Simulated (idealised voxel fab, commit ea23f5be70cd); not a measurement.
The following is a process module called voxel fin reveal.
190 nm wide, 5 nm square cells: that's cross-section cut.
Cross-sections here: square-cell grids, written as top-down lists of bands, a band being one or more rows of cells.
What a band's entry tells you: where the top is and where the bottom is, as heights in nm, and after that what lies inside, material by material from left to right, each with its width in nm. Empty space is written as the word "blank", and a single material marked with the word "full width" occupies the band from edge to edge.
Below 0: as-received wafer, all one material; heights counted from there. Lowest band: no bottom, goes on down, written "0..down".
When a width is written as two numbers, as in "30 to 40", the first number is the width in the top row of cells of the band and the second is the width in its bottom row, and the width changes by the same amount from each row to the next.
When a step is marked "remained unchanged", none of the cells in the cross-section changed during that step.
Basically, "Completely sealed voids" tells you about the enclosed voids: empty spaces with no open way to the top, 8 cells or bigger, each written width x height at distance, where distance is from the left edge, all in nm.
Whatever follows a step's settings on its line is a remark the simulator itself makes about that step.
You can add "overlay nm" to a step's line. For a step with a mask, it describes how far the mask lay to the right of its planned position, and a negative number describes a lay to the left.
### Steps in the process plan
- 1: RECEIVE | material Si
- 2: CONFORMAL_DEP | material SiN | thk nm 10
- 3: DIRECTIONAL_DEP | material aC | thk nm 10
- 4: PATTERN | tone cover | mask id FINS | material resist | width nm 15 | pitch nm 40 | thk nm 25 | overlay nm 0
- 5: DIRECTIONAL_ETCH | etch materials aC | depth nm 10
- 6: STRIP | etch materials resist
- 7: DIRECTIONAL_ETCH | etch materials SiN | depth nm 10
- 8: DIRECTIONAL_ETCH | etch materials Si | depth nm 30
- 9: STRIP | etch materials aC
- 10: FILL_DEP | material SiO2 | thk nm 10
- 11: CMP | height nm 10
- 12: SELECTIVE_ETCH | etch materials SiO2 | depth nm 10
- 13: STRIP | etch materials SiN
- 14: CONFORMAL_DEP | material SiO2 | thk nm 5
For clarity, it should be stated that the wafers under discussion commence in an identical condition and differ with respect to the depth nm of step 12, the plan indicating the value that the first wafer had.
### Incoming state of the first of several wafers in cross-section: after step 1
* 0..down = Si full width
* Completely sealed voids: none
### The rows of the table below are wafers. Looking at the end of the module, a row counts, for every material, the cells the wafer has gained, shown as (+), or lost, shown as (-), since it was received; its closed voids come next
depth nm 10, -192 Si, +230 SiO2, Completely sealed voids: none
depth nm 15, -192 Si, +202 SiO2, Completely sealed voids: none
depth nm 20, -192 Si, +174 SiO2, Completely sealed voids: none
depth nm 25, -192 Si, +146 SiO2, Completely sealed voids: none
depth nm 30, -192 Si, +118 SiO2, Completely sealed voids: none
depth nm 35, -192 Si, +90 SiO2, Completely sealed voids: none
